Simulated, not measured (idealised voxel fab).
Name of the process module below: voxel self aligned contacts
Cross-section cut: width 145 nm, square cells of 5 nm.
A cross-section in this document is a grid of square cells, and it is written down as bands, the top band listed before the ones below it; a band is made up of one or more rows of cells. For a band, the entry starts with two heights in nm, that of the top and then that of the bottom, and carries on with the band's materials in order from left to right, each alongside its width in nm; the word "throughout" beside a single material means it fills the band edge to edge, and "empty" means empty space. All heights in this document are referenced to 0, defined as the level beneath which the wafer, as received, consists entirely of one material. The lowest band is not bounded below; it extends indefinitely downward and is written in the form "z 0 and below". The width entry "30 to 40" should be interpreted row by row: the top row of cells in the band takes the first number, the bottom row takes the second number, and the change between adjacent rows is uniform throughout. For the purposes of this document, the phrase "nothing got changed" attached to a step denotes that no cell within the cross-section was modified by that step. What "Voids lacking openings" gives you is every empty space of 8 cells or more that is cut off from the top. Each appears as width x height at distance, with the distance taken from the left edge and width, height and distance all in nm. Anything after a step's settings on that line? It's the simulator's own note about the step. If you see "overlay nm" on a step's line and that step has a mask, it's telling you how far right of where it was planned the mask ended up; a negative number means it went left instead. Below you will find pairs of cross-sections. In each, one shows the wafer before one process step and the other after it, with the after view ending at the lowest band that changed. Under each pair is the step separating them, along with its settings. Do not assume the pairs form a chain: they can come from different runs of this module on the same starting wafer, and a pair continues from the pair above it only when its "State before step" entry says so.

# State before step
  z 0 and below = Si throughout
  Voids lacking openings: none

# Cut View, Post-Step
  z 0 to -5 = SiO2 throughout
  Beneath the level -5, the cross-section is identical to its previous state.
  Voids lacking openings: none
To go from the before cross-section above to the after cross-section, apply OXIDIZE [depth nm 5]

State before step: carried over from the after image of the pair right above.

# Cut View, Post-Step
  z 20 to 0 = polySi throughout
  Beneath the level 0, the cross-section is identical to its previous state.
  Voids lacking openings: none
To go from the before cross-section above to the after cross-section, apply DIRECTIONAL_DEP [material polySi] [thk nm 20]

State before step: carried over from the after image of the pair right above.

# Cut View, Post-Step
  z 45 to 20 = SiN throughout
  Beneath the level 20, the cross-section is identical to its previous state.
  Voids lacking openings: none
To go from the before cross-section above to the after cross-section, apply DIRECTIONAL_DEP [material SiN] [thk nm 25]

State before step: carried over from the after image of the pair right above.

# Cut View, Post-Step
  z 55 to 45 = aC throughout
  Beneath the level 45, the cross-section is identical to its previous state.
  Voids lacking openings: none
To go from the before cross-section above to the after cross-section, apply DIRECTIONAL_DEP [material aC] [thk nm 10]

State before step: carried over from the after image of the pair right above.

# Cut View, Post-Step
  z 80 to 55 = 15 nm empty, then 35 nm resist, then 40 nm empty, then 35 nm resist, then 20 nm empty
  Beneath the level 55, the cross-section is identical to its previous state.
  Voids lacking openings: none
To go from the before cross-section above to the after cross-section, apply PATTERN [tone cover] [mask id GATE] [material resist] [width nm 35] [pitch nm 75] [thk nm 25] [overlay nm 0]

State before step: carried over from the after image of the pair right above.

# Cut View, Post-Step
  z 70 to 55 = 15 nm empty, then 35 nm resist, then 40 nm empty, then 35 nm resist, then 20 nm empty
  z 55 to 45 = 15 nm empty, then 35 nm aC, then 40 nm empty, then 35 nm aC, then 20 nm empty
  Beneath the level 45, the cross-section is identical to its previous state.
  Voids lacking openings: none
To go from the before cross-section above to the after cross-section, apply DIRECTIONAL_ETCH [etch materials aC] [depth nm 10]

State before step: carried over from the after image of the pair right above.

# Cut View, Post-Step
  z 55 to 45 = 15 nm empty, then 35 nm aC, then 40 nm empty, then 35 nm aC, then 20 nm empty
  Beneath the level 45, the cross-section is identical to its previous state.
  Voids lacking openings: none
To go from the before cross-section above to the after cross-section, apply STRIP [etch materials resist]

State before step: carried over from the after image of the pair right above.

# Cut View, Post-Step
  z 55 to 45 = 15 nm empty, then 35 nm aC, then 40 nm empty, then 35 nm aC, then 20 nm empty
  z 45 to 20 = 15 nm empty, then 35 nm SiN, then 40 nm empty, then 35 nm SiN, then 20 nm empty
  Beneath the level 20, the cross-section is identical to its previous state.
  Voids lacking openings: none
To go from the before cross-section above to the after cross-section, apply DIRECTIONAL_ETCH [etch materials SiN] [depth nm 25]

State before step: carried over from the after image of the pair right above.

# Cut View, Post-Step
  z 55 to 45 = 15 nm empty, then 35 nm aC, then 40 nm empty, then 35 nm aC, then 20 nm empty
  z 45 to 20 = 15 nm empty, then 35 nm SiN, then 40 nm empty, then 35 nm SiN, then 20 nm empty
  z 20 to 0 = 15 nm empty, then 35 nm polySi, then 40 nm empty, then 35 nm polySi, then 20 nm empty
  Beneath the level 0, the cross-section is identical to its previous state.
  Voids lacking openings: none
To go from the before cross-section above to the after cross-section, apply DIRECTIONAL_ETCH [etch materials polySi] [depth nm 20]

State before step: carried over from the after image of the pair right above.

# Cut View, Post-Step
  z 45 to 20 = 15 nm empty, then 35 nm SiN, then 40 nm empty, then 35 nm SiN, then 20 nm empty
  Beneath the level 20, the cross-section is identical to its previous state.
  Voids lacking openings: none
To go from the before cross-section above to the after cross-section, apply STRIP [etch materials aC]

State before step: carried over from the after image of the pair right above.

# Cut View, Post-Step
  z 55 to 20 = 5 nm empty, then 55 nm SiN, then 20 nm empty, then 55 nm SiN, then 10 nm empty
  z 20 to 10 = 5 nm empty, then 10 nm SiN, then 35 nm polySi, then 10 nm SiN, then 20 nm empty, then 10 nm SiN, then 35 nm polySi, then 10 nm SiN, then 10 nm empty
  z 10 to 0 = 15 nm SiN, then 35 nm polySi, then 40 nm SiN, then 35 nm polySi, then 20 nm SiN
  Beneath the level 0, the cross-section is identical to its previous state.
  Voids lacking openings: none
To go from the before cross-section above to the after cross-section, apply CONFORMAL_DEP [material SiN] [thk nm 10]

State before step: carried over from the after image of the pair right above.

# Cut View, Post-Step
  z 45 to 20 = 5 nm empty, then 55 nm SiN, then 20 nm empty, then 55 nm SiN, then 10 nm empty
  z 20 to 0 = 5 nm empty, then 10 nm SiN, then 35 nm polySi, then 10 nm SiN, then 20 nm empty, then 10 nm SiN, then 35 nm polySi, then 10 nm SiN, then 10 nm empty
  Beneath the level 0, the cross-section is identical to its previous state.
  Voids lacking openings: none
To go from the before cross-section above to the after cross-section, apply DIRECTIONAL_ETCH [etch materials SiN] [depth nm 10]

State before step: carried over from the after image of the pair right above.

# Cut View, Post-Step
  z 60 to 45 = SiO2 throughout
  z 45 to 20 = 5 nm SiO2, then 55 nm SiN, then 20 nm SiO2, then 55 nm SiN, then 10 nm SiO2
  z 20 to 0 = 5 nm SiO2, then 10 nm SiN, then 35 nm polySi, then 10 nm SiN, then 20 nm SiO2, then 10 nm SiN, then 35 nm polySi, then 10 nm SiN, then 10 nm SiO2
  Beneath the level 0, the cross-section is identical to its previous state.
  Voids lacking openings: none
To go from the before cross-section above to the after cross-section, apply FILL_DEP [material SiO2] [thk nm 15]

State before step: carried over from the after image of the pair right above.

# Cut View, Post-Step
  z 55 to 45 = SiO2 throughout
  Beneath the level 45, the cross-section is identical to its previous state.
  Voids lacking openings: none
To go from the before cross-section above to the after cross-section, apply CMP [height nm 55]

State before step: carried over from the after image of the pair right above.

# Cut View, Post-Step
  z 55 to 45 = 45 nm SiO2, then 50 nm empty, then 50 nm SiO2
  z 45 to 20 = 5 nm SiO2, then 55 nm SiN, then 20 nm empty, then 55 nm SiN, then 10 nm SiO2
  z 20 to 0 = 5 nm SiO2, then 10 nm SiN, then 35 nm polySi, then 10 nm SiN, then 20 nm empty, then 10 nm SiN, then 35 nm polySi, then 10 nm SiN, then 10 nm SiO2
  z 0 to -5 = 60 nm SiO2, then 20 nm empty, then 65 nm SiO2
  Beneath the level -5, the cross-section is identical to its previous state.
  Voids lacking openings: none
To go from the before cross-section above to the after cross-section, apply MASKED_ETCH [tone open] [mask id CONTACT] [width nm 50] [etch materials SiO2] [depth nm 60] [overlay nm 0]

State before step: carried over from the after image of the pair right above.

# Cut View, Post-Step
  z 60 to 55 = 50 nm TiN, then 40 nm empty, then 55 nm TiN
  z 55 to 45 = 45 nm SiO2, then 5 to 20 nm TiN, then 40 to 10 nm empty, then 5 to 20 nm TiN, then 50 nm SiO2
  z 45 to 20 = 5 nm SiO2, then 55 nm SiN, then 5 nm TiN, then 10 nm empty, then 5 nm TiN, then 55 nm SiN, then 10 nm SiO2
  z 20 to 0 = 5 nm SiO2, then 10 nm SiN, then 35 nm polySi, then 10 nm SiN, then 5 nm TiN, then 10 nm empty, then 5 nm TiN, then 10 nm SiN, then 35 nm polySi, then 10 nm SiN, then 10 nm SiO2
  z 0 to -5 = 60 nm SiO2, then 20 nm TiN, then 65 nm SiO2
  Beneath the level -5, the cross-section is identical to its previous state.
  Voids lacking openings: none
To go from the before cross-section above to the after cross-section, apply CONFORMAL_DEP [material TiN] [thk nm 5]

State before step: carried over from the after image of the pair right above.

# Cut View, Post-Step
  z 65 to 60 = Ru throughout
  z 60 to 55 = 50 nm TiN, then 40 nm Ru, then 55 nm TiN
  z 55 to 45 = 45 nm SiO2, then 5 to 20 nm TiN, then 40 to 10 nm Ru, then 5 to 20 nm TiN, then 50 nm SiO2
  z 45 to 20 = 5 nm SiO2, then 55 nm SiN, then 5 nm TiN, then 10 nm Ru, then 5 nm TiN, then 55 nm SiN, then 10 nm SiO2
  z 20 to 0 = 5 nm SiO2, then 10 nm SiN, then 35 nm polySi, then 10 nm SiN, then 5 nm TiN, then 10 nm Ru, then 5 nm TiN, then 10 nm SiN, then 35 nm polySi, then 10 nm SiN, then 10 nm SiO2
  Beneath the level 0, the cross-section is identical to its previous state.
  Voids lacking openings: none
To go from the before cross-section above to the after cross-section, apply FILL_DEP [material Ru] [thk nm 5]

State before step: carried over from the after image of the pair right above.

# Cut View, Post-Step
  z 55 to 45 = 45 nm SiO2, then 5 to 20 nm TiN, then 40 to 10 nm Ru, then 5 to 20 nm TiN, then 50 nm SiO2
  Beneath the level 45, the cross-section is identical to its previous state.
  Voids lacking openings: none
To go from the before cross-section above to the after cross-section, apply CMP [height nm 55]

State before step: carried over from the after image of the pair right above.

# Cut View, Post-Step
  z 60 to 55 = SiCN throughout
  Beneath the level 55, the cross-section is identical to its previous state.
  Voids lacking openings: none
To go from the before cross-section above to the after cross-section, apply CONFORMAL_DEP [material SiCN] [thk nm 5]

# State before step
  z 0 and below = Si throughout
  Voids lacking openings: none

# Cut View, Post-Step
  z 20 to 0 = polySi throughout
  Beneath the level 0, the cross-section is identical to its previous state.
  Voids lacking openings: none
To go from the before cross-section above to the after cross-section, apply DIRECTIONAL_DEP [material polySi] [thk nm 20]

State before step: carried over from the after image of the pair right above.

# Cut View, Post-Step
  z 45 to 20 = SiN throughout
  Beneath the level 20, the cross-section is identical to its previous state.
  Voids lacking openings: none
To go from the before cross-section above to the after cross-section, apply DIRECTIONAL_DEP [material SiN] [thk nm 25]

State before step: carried over from the after image of the pair right above.

# Cut View, Post-Step
  z 55 to 45 = aC throughout
  Beneath the level 45, the cross-section is identical to its previous state.
  Voids lacking openings: none
To go from the before cross-section above to the after cross-section, apply DIRECTIONAL_DEP [material aC] [thk nm 10]

State before step: carried over from the after image of the pair right above.

# Cut View, Post-Step
  z 80 to 55 = 15 nm empty, then 35 nm resist, then 40 nm empty, then 35 nm resist, then 20 nm empty
  Beneath the level 55, the cross-section is identical to its previous state.
  Voids lacking openings: none
To go from the before cross-section above to the after cross-section, apply PATTERN [tone cover] [mask id GATE] [material resist] [width nm 35] [pitch nm 75] [thk nm 25] [overlay nm 0]

State before step: carried over from the after image of the pair right above.

# Cut View, Post-Step
  z 70 to 55 = 15 nm empty, then 35 nm resist, then 40 nm empty, then 35 nm resist, then 20 nm empty
  z 55 to 45 = 15 nm empty, then 35 nm aC, then 40 nm empty, then 35 nm aC, then 20 nm empty
  Beneath the level 45, the cross-section is identical to its previous state.
  Voids lacking openings: none
To go from the before cross-section above to the after cross-section, apply DIRECTIONAL_ETCH [etch materials aC] [depth nm 10]

State before step: carried over from the after image of the pair right above.

# Cut View, Post-Step
  z 55 to 45 = 15 nm empty, then 35 nm aC, then 40 nm empty, then 35 nm aC, then 20 nm empty
  Beneath the level 45, the cross-section is identical to its previous state.
  Voids lacking openings: none
To go from the before cross-section above to the after cross-section, apply STRIP [etch materials resist]

State before step: carried over from the after image of the pair right above.

# Cut View, Post-Step
  z 55 to 45 = 15 nm empty, then 35 nm aC, then 40 nm empty, then 35 nm aC, then 20 nm empty
  z 45 to 20 = 15 nm empty, then 35 nm SiN, then 40 nm empty, then 35 nm SiN, then 20 nm empty
  Beneath the level 20, the cross-section is identical to its previous state.
  Voids lacking openings: none
To go from the before cross-section above to the after cross-section, apply DIRECTIONAL_ETCH [etch materials SiN] [depth nm 25]

State before step: carried over from the after image of the pair right above.

# Cut View, Post-Step
  z 55 to 45 = 15 nm empty, then 35 nm aC, then 40 nm empty, then 35 nm aC, then 20 nm empty
  z 45 to 20 = 15 nm empty, then 35 nm SiN, then 40 nm empty, then 35 nm SiN, then 20 nm empty
  z 20 to 0 = 15 nm empty, then 35 nm polySi, then 40 nm empty, then 35 nm polySi, then 20 nm empty
  Beneath the level 0, the cross-section is identical to its previous state.
  Voids lacking openings: none
To go from the before cross-section above to the after cross-section, apply DIRECTIONAL_ETCH [etch materials polySi] [depth nm 20]

State before step: carried over from the after image of the pair right above.

# Cut View, Post-Step
  z 45 to 20 = 15 nm empty, then 35 nm SiN, then 40 nm empty, then 35 nm SiN, then 20 nm empty
  Beneath the level 20, the cross-section is identical to its previous state.
  Voids lacking openings: none
To go from the before cross-section above to the after cross-section, apply STRIP [etch materials aC]

State before step: carried over from the after image of the pair right above.

# Cut View, Post-Step
  z 55 to 20 = 5 nm empty, then 55 nm SiN, then 20 nm empty, then 55 nm SiN, then 10 nm empty
  z 20 to 10 = 5 nm empty, then 10 nm SiN, then 35 nm polySi, then 10 nm SiN, then 20 nm empty, then 10 nm SiN, then 35 nm polySi, then 10 nm SiN, then 10 nm empty
  z 10 to 0 = 15 nm SiN, then 35 nm polySi, then 40 nm SiN, then 35 nm polySi, then 20 nm SiN
  Beneath the level 0, the cross-section is identical to its previous state.
  Voids lacking openings: none
To go from the before cross-section above to the after cross-section, apply CONFORMAL_DEP [material SiN] [thk nm 10]

State before step: carried over from the after image of the pair right above.

# Cut View, Post-Step
  z 45 to 20 = 5 nm empty, then 55 nm SiN, then 20 nm empty, then 55 nm SiN, then 10 nm empty
  z 20 to 0 = 5 nm empty, then 10 nm SiN, then 35 nm polySi, then 10 nm SiN, then 20 nm empty, then 10 nm SiN, then 35 nm polySi, then 10 nm SiN, then 10 nm empty
  Beneath the level 0, the cross-section is identical to its previous state.
  Voids lacking openings: none
To go from the before cross-section above to the after cross-section, apply DIRECTIONAL_ETCH [etch materials SiN] [depth nm 10]

State before step: carried over from the after image of the pair right above.

# Cut View, Post-Step
  z 60 to 45 = SiO2 throughout
  z 45 to 20 = 5 nm SiO2, then 55 nm SiN, then 20 nm SiO2, then 55 nm SiN, then 10 nm SiO2
  z 20 to 0 = 5 nm SiO2, then 10 nm SiN, then 35 nm polySi, then 10 nm SiN, then 20 nm SiO2, then 10 nm SiN, then 35 nm polySi, then 10 nm SiN, then 10 nm SiO2
  Beneath the level 0, the cross-section is identical to its previous state.
  Voids lacking openings: none
To go from the before cross-section above to the after cross-section, apply FILL_DEP [material SiO2] [thk nm 15]

State before step: carried over from the after image of the pair right above.

# Cut View, Post-Step
  z 55 to 45 = SiO2 throughout
  Beneath the level 45, the cross-section is identical to its previous state.
  Voids lacking openings: none
To go from the before cross-section above to the after cross-section, apply CMP [height nm 55]

State before step: carried over from the after image of the pair right above.

# Cut View, Post-Step
  z 55 to 45 = 45 nm SiO2, then 50 nm empty, then 50 nm SiO2
  z 45 to 20 = 5 nm SiO2, then 55 nm SiN, then 20 nm empty, then 55 nm SiN, then 10 nm SiO2
  z 20 to 0 = 5 nm SiO2, then 10 nm SiN, then 35 nm polySi, then 10 nm SiN, then 20 nm empty, then 10 nm SiN, then 35 nm polySi, then 10 nm SiN, then 10 nm SiO2
  Beneath the level 0, the cross-section is identical to its previous state.
  Voids lacking openings: none
To go from the before cross-section above to the after cross-section, apply MASKED_ETCH [tone open] [mask id CONTACT] [width nm 50] [etch materials SiO2] [depth nm 60] [overlay nm 0]

State before step: carried over from the after image of the pair right above.

# Cut View, Post-Step
  z 60 to 55 = 50 nm TiN, then 40 nm empty, then 55 nm TiN
  z 55 to 45 = 45 nm SiO2, then 5 to 20 nm TiN, then 40 to 10 nm empty, then 5 to 20 nm TiN, then 50 nm SiO2
  z 45 to 20 = 5 nm SiO2, then 55 nm SiN, then 5 nm TiN, then 10 nm empty, then 5 nm TiN, then 55 nm SiN, then 10 nm SiO2
  z 20 to 5 = 5 nm SiO2, then 10 nm SiN, then 35 nm polySi, then 10 nm SiN, then 5 nm TiN, then 10 nm empty, then 5 nm TiN, then 10 nm SiN, then 35 nm polySi, then 10 nm SiN, then 10 nm SiO2
  z 5 to 0 = 5 nm SiO2, then 10 nm SiN, then 35 nm polySi, then 10 nm SiN, then 20 nm TiN, then 10 nm SiN, then 35 nm polySi, then 10 nm SiN, then 10 nm SiO2
  Beneath the level 0, the cross-section is identical to its previous state.
  Voids lacking openings: none
To go from the before cross-section above to the after cross-section, apply CONFORMAL_DEP [material TiN] [thk nm 5]

State before step: carried over from the after image of the pair right above.

# Cut View, Post-Step
  z 65 to 60 = Ru throughout
  z 60 to 55 = 50 nm TiN, then 40 nm Ru, then 55 nm TiN
  z 55 to 45 = 45 nm SiO2, then 5 to 20 nm TiN, then 40 to 10 nm Ru, then 5 to 20 nm TiN, then 50 nm SiO2
  z 45 to 20 = 5 nm SiO2, then 55 nm SiN, then 5 nm TiN, then 10 nm Ru, then 5 nm TiN, then 55 nm SiN, then 10 nm SiO2
  z 20 to 5 = 5 nm SiO2, then 10 nm SiN, then 35 nm polySi, then 10 nm SiN, then 5 nm TiN, then 10 nm Ru, then 5 nm TiN, then 10 nm SiN, then 35 nm polySi, then 10 nm SiN, then 10 nm SiO2
  Beneath the level 5, the cross-section is identical to its previous state.
  Voids lacking openings: none
To go from the before cross-section above to the after cross-section, apply FILL_DEP [material Ru] [thk nm 5]

State before step: carried over from the after image of the pair right above.

# Cut View, Post-Step
  z 55 to 45 = 45 nm SiO2, then 5 to 20 nm TiN, then 40 to 10 nm Ru, then 5 to 20 nm TiN, then 50 nm SiO2
  Beneath the level 45, the cross-section is identical to its previous state.
  Voids lacking openings: none
To go from the before cross-section above to the after cross-section, apply CMP [height nm 55]

State before step: carried over from the after image of the pair right above.

# Cut View, Post-Step
  z 60 to 55 = SiCN throughout
  Beneath the level 55, the cross-section is identical to its previous state.
  Voids lacking openings: none
To go from the before cross-section above to the after cross-section, apply CONFORMAL_DEP [material SiCN] [thk nm 5]

# State before step
  z 45 to 20 = SiN throughout
  z 20 to 0 = polySi throughout
  z 0 to -5 = SiO2 throughout
  z -5 and below = Si throughout
  Voids lacking openings: none

# Cut View, Post-Step
  z 70 to 20 = SiN throughout
  Beneath the level 20, the cross-section is identical to its previous state.
  Voids lacking openings: none
To go from the before cross-section above to the after cross-section, apply DIRECTIONAL_DEP [material SiN] [thk nm 25]

State before step: carried over from the after image of the pair right above.

# Cut View, Post-Step
  z 80 to 70 = aC throughout
  Beneath the level 70, the cross-section is identical to its previous state.
  Voids lacking openings: none
To go from the before cross-section above to the after cross-section, apply DIRECTIONAL_DEP [material aC] [thk nm 10]

State before step: carried over from the after image of the pair right above.

# Cut View, Post-Step
  z 105 to 80 = 15 nm empty, then 35 nm resist, then 40 nm empty, then 35 nm resist, then 20 nm empty
  Beneath the level 80, the cross-section is identical to its previous state.
  Voids lacking openings: none
To go from the before cross-section above to the after cross-section, apply PATTERN [tone cover] [mask id GATE] [material resist] [width nm 35] [pitch nm 75] [thk nm 25] [overlay nm 0]

State before step: carried over from the after image of the pair right above.

# Cut View, Post-Step
  z 95 to 80 = 15 nm empty, then 35 nm resist, then 40 nm empty, then 35 nm resist, then 20 nm empty
  z 80 to 70 = 15 nm empty, then 35 nm aC, then 40 nm empty, then 35 nm aC, then 20 nm empty
  Beneath the level 70, the cross-section is identical to its previous state.
  Voids lacking openings: none
To go from the before cross-section above to the after cross-section, apply DIRECTIONAL_ETCH [etch materials aC] [depth nm 10]

State before step: carried over from the after image of the pair right above.

# Cut View, Post-Step
  z 80 to 70 = 15 nm empty, then 35 nm aC, then 40 nm empty, then 35 nm aC, then 20 nm empty
  Beneath the level 70, the cross-section is identical to its previous state.
  Voids lacking openings: none
To go from the before cross-section above to the after cross-section, apply STRIP [etch materials resist]

State before step: carried over from the after image of the pair right above.

# Cut View, Post-Step
  z 80 to 70 = 15 nm empty, then 35 nm aC, then 40 nm empty, then 35 nm aC, then 20 nm empty
  z 70 to 45 = 15 nm empty, then 35 nm SiN, then 40 nm empty, then 35 nm SiN, then 20 nm empty
  Beneath the level 45, the cross-section is identical to its previous state.
  Voids lacking openings: none
To go from the before cross-section above to the after cross-section, apply DIRECTIONAL_ETCH [etch materials SiN] [depth nm 25]

State before step: carried over from the after image of the pair right above.

# Cut View, Post-Step
  z 70 to 45 = 15 nm empty, then 35 nm SiN, then 40 nm empty, then 35 nm SiN, then 20 nm empty
  Beneath the level 45, the cross-section is identical to its previous state.
  Voids lacking openings: none
To go from the before cross-section above to the after cross-section, apply STRIP [etch materials aC]

State before step: carried over from the after image of the pair right above.

# Cut View, Post-Step
  z 80 to 55 = 5 nm empty, then 55 nm SiN, then 20 nm empty, then 55 nm SiN, then 10 nm empty
  z 55 to 20 = SiN throughout
  Beneath the level 20, the cross-section is identical to its previous state.
  Voids lacking openings: none
To go from the before cross-section above to the after cross-section, apply CONFORMAL_DEP [material SiN] [thk nm 10]

State before step: carried over from the after image of the pair right above.

# Cut View, Post-Step
  z 70 to 45 = 5 nm empty, then 55 nm SiN, then 20 nm empty, then 55 nm SiN, then 10 nm empty
  Beneath the level 45, the cross-section is identical to its previous state.
  Voids lacking openings: none
To go from the before cross-section above to the after cross-section, apply DIRECTIONAL_ETCH [etch materials SiN] [depth nm 10]

State before step: carried over from the after image of the pair right above.

# Cut View, Post-Step
  z 85 to 70 = SiO2 throughout
  z 70 to 45 = 5 nm SiO2, then 55 nm SiN, then 20 nm SiO2, then 55 nm SiN, then 10 nm SiO2
  Beneath the level 45, the cross-section is identical to its previous state.
  Voids lacking openings: none
To go from the before cross-section above to the after cross-section, apply FILL_DEP [material SiO2] [thk nm 15]

State before step: carried over from the after image of the pair right above.

# Cut View, Post-Step
  z 55 to 45 = 5 nm SiO2, then 55 nm SiN, then 20 nm SiO2, then 55 nm SiN, then 10 nm SiO2
  Beneath the level 45, the cross-section is identical to its previous state.
  Voids lacking openings: none
To go from the before cross-section above to the after cross-section, apply CMP [height nm 55]

State before step: carried over from the after image of the pair right above.

# Cut View, Post-Step
  z 55 to 45 = 5 nm SiO2, then 55 nm SiN, then 20 nm empty, then 55 nm SiN, then 10 nm SiO2
  Beneath the level 45, the cross-section is identical to its previous state.
  Voids lacking openings: none
To go from the before cross-section above to the after cross-section, apply MASKED_ETCH [tone open] [mask id CONTACT] [width nm 50] [etch materials SiO2] [depth nm 60] [overlay nm 0]

State before step: carried over from the after image of the pair right above.

# Cut View, Post-Step
  z 60 to 55 = 65 nm TiN, then 10 nm empty, then 70 nm TiN
  z 55 to 50 = 5 nm SiO2, then 55 nm SiN, then 5 nm TiN, then 10 nm empty, then 5 nm TiN, then 55 nm SiN, then 10 nm SiO2
  z 50 to 45 = 5 nm SiO2, then 55 nm SiN, then 20 nm TiN, then 55 nm SiN, then 10 nm SiO2
  Beneath the level 45, the cross-section is identical to its previous state.
  Voids lacking openings: none
To go from the before cross-section above to the after cross-section, apply CONFORMAL_DEP [material TiN] [thk nm 5]

State before step: carried over from the after image of the pair right above.

# Cut View, Post-Step
  z 65 to 60 = Ru throughout
  z 60 to 55 = 65 nm TiN, then 10 nm Ru, then 70 nm TiN
  z 55 to 50 = 5 nm SiO2, then 55 nm SiN, then 5 nm TiN, then 10 nm Ru, then 5 nm TiN, then 55 nm SiN, then 10 nm SiO2
  Beneath the level 50, the cross-section is identical to its previous state.
  Voids lacking openings: none
To go from the before cross-section above to the after cross-section, apply FILL_DEP [material Ru] [thk nm 5]

State before step: carried over from the after image of the pair right above.

# Cut View, Post-Step
  z 55 to 50 = 5 nm SiO2, then 55 nm SiN, then 5 nm TiN, then 10 nm Ru, then 5 nm TiN, then 55 nm SiN, then 10 nm SiO2
  Beneath the level 50, the cross-section is identical to its previous state.
  Voids lacking openings: none
To go from the before cross-section above to the after cross-section, apply CMP [height nm 55]

State before step: carried over from the after image of the pair right above.

# Cut View, Post-Step
  z 60 to 55 = SiCN throughout
  Beneath the level 55, the cross-section is identical to its previous state.
  Voids lacking openings: none
To go from the before cross-section above to the after cross-section, apply CONFORMAL_DEP [material SiCN] [thk nm 5]

# State before step
  z 20 to 0 = polySi throughout
  z 0 and below = Si throughout
  Voids lacking openings: none

# Cut View, Post-Step
  z 20 to 15 = SiO2 throughout
  Beneath the level 15, the cross-section is identical to its previous state.
  Voids lacking openings: none
To go from the before cross-section above to the after cross-section, apply OXIDIZE [depth nm 5]

State before step: carried over from the after image of the pair right above.

# Cut View, Post-Step
  z 45 to 20 = SiN throughout
  Beneath the level 20, the cross-section is identical to its previous state.
  Voids lacking openings: none
To go from the before cross-section above to the after cross-section, apply DIRECTIONAL_DEP [material SiN] [thk nm 25]

State before step: carried over from the after image of the pair right above.

# Cut View, Post-Step
  z 55 to 45 = aC throughout
  Beneath the level 45, the cross-section is identical to its previous state.
  Voids lacking openings: none
To go from the before cross-section above to the after cross-section, apply DIRECTIONAL_DEP [material aC] [thk nm 10]

State before step: carried over from the after image of the pair right above.

# Cut View, Post-Step
  z 80 to 55 = 15 nm empty, then 35 nm resist, then 40 nm empty, then 35 nm resist, then 20 nm empty
  Beneath the level 55, the cross-section is identical to its previous state.
  Voids lacking openings: none
To go from the before cross-section above to the after cross-section, apply PATTERN [tone cover] [mask id GATE] [material resist] [width nm 35] [pitch nm 75] [thk nm 25] [overlay nm 0]

State before step: carried over from the after image of the pair right above.

# Cut View, Post-Step
  z 70 to 55 = 15 nm empty, then 35 nm resist, then 40 nm empty, then 35 nm resist, then 20 nm empty
  z 55 to 45 = 15 nm empty, then 35 nm aC, then 40 nm empty, then 35 nm aC, then 20 nm empty
  Beneath the level 45, the cross-section is identical to its previous state.
  Voids lacking openings: none
To go from the before cross-section above to the after cross-section, apply DIRECTIONAL_ETCH [etch materials aC] [depth nm 10]

State before step: carried over from the after image of the pair right above.

# Cut View, Post-Step
  z 55 to 45 = 15 nm empty, then 35 nm aC, then 40 nm empty, then 35 nm aC, then 20 nm empty
  Beneath the level 45, the cross-section is identical to its previous state.
  Voids lacking openings: none
To go from the before cross-section above to the after cross-section, apply STRIP [etch materials resist]

State before step: carried over from the after image of the pair right above.

# Cut View, Post-Step
  z 55 to 45 = 15 nm empty, then 35 nm aC, then 40 nm empty, then 35 nm aC, then 20 nm empty
  z 45 to 20 = 15 nm empty, then 35 nm SiN, then 40 nm empty, then 35 nm SiN, then 20 nm empty
  Beneath the level 20, the cross-section is identical to its previous state.
  Voids lacking openings: none
To go from the before cross-section above to the after cross-section, apply DIRECTIONAL_ETCH [etch materials SiN] [depth nm 25]

State before step: carried over from the after image of the pair right above.

# Cut View, Post-Step
  z 45 to 20 = 15 nm empty, then 35 nm SiN, then 40 nm empty, then 35 nm SiN, then 20 nm empty
  Beneath the level 20, the cross-section is identical to its previous state.
  Voids lacking openings: none
To go from the before cross-section above to the after cross-section, apply STRIP [etch materials aC]

State before step: carried over from the after image of the pair right above.

# Cut View, Post-Step
  z 55 to 30 = 5 nm empty, then 55 nm SiN, then 20 nm empty, then 55 nm SiN, then 10 nm empty
  z 30 to 20 = SiN throughout
  Beneath the level 20, the cross-section is identical to its previous state.
  Voids lacking openings: none
To go from the before cross-section above to the after cross-section, apply CONFORMAL_DEP [material SiN] [thk nm 10]

State before step: carried over from the after image of the pair right above.

# Cut View, Post-Step
  z 45 to 20 = 5 nm empty, then 55 nm SiN, then 20 nm empty, then 55 nm SiN, then 10 nm empty
  Beneath the level 20, the cross-section is identical to its previous state.
  Voids lacking openings: none
To go from the before cross-section above to the after cross-section, apply DIRECTIONAL_ETCH [etch materials SiN] [depth nm 10]

State before step: carried over from the after image of the pair right above.

# Cut View, Post-Step
  z 60 to 45 = SiO2 throughout
  z 45 to 20 = 5 nm SiO2, then 55 nm SiN, then 20 nm SiO2, then 55 nm SiN, then 10 nm SiO2
  Beneath the level 20, the cross-section is identical to its previous state.
  Voids lacking openings: none
To go from the before cross-section above to the after cross-section, apply FILL_DEP [material SiO2] [thk nm 15]

State before step: carried over from the after image of the pair right above.

# Cut View, Post-Step
  z 55 to 45 = SiO2 throughout
  Beneath the level 45, the cross-section is identical to its previous state.
  Voids lacking openings: none
To go from the before cross-section above to the after cross-section, apply CMP [height nm 55]

State before step: carried over from the after image of the pair right above.

# Cut View, Post-Step
  z 55 to 45 = 45 nm SiO2, then 50 nm empty, then 50 nm SiO2
  z 45 to 20 = 5 nm SiO2, then 55 nm SiN, then 20 nm empty, then 55 nm SiN, then 10 nm SiO2
  z 20 to 15 = 60 nm SiO2, then 20 nm empty, then 65 nm SiO2
  Beneath the level 15, the cross-section is identical to its previous state.
  Voids lacking openings: none
To go from the before cross-section above to the after cross-section, apply MASKED_ETCH [tone open] [mask id CONTACT] [width nm 50] [etch materials SiO2] [depth nm 60] [overlay nm 0]

State before step: carried over from the after image of the pair right above.

# Cut View, Post-Step
  z 60 to 55 = 50 nm TiN, then 40 nm empty, then 55 nm TiN
  z 55 to 45 = 45 nm SiO2, then 5 to 20 nm TiN, then 40 to 10 nm empty, then 5 to 20 nm TiN, then 50 nm SiO2
  z 45 to 20 = 5 nm SiO2, then 55 nm SiN, then 5 nm TiN, then 10 nm empty, then 5 nm TiN, then 55 nm SiN, then 10 nm SiO2
  z 20 to 15 = 60 nm SiO2, then 20 nm TiN, then 65 nm SiO2
  Beneath the level 15, the cross-section is identical to its previous state.
  Voids lacking openings: none
To go from the before cross-section above to the after cross-section, apply CONFORMAL_DEP [material TiN] [thk nm 5]
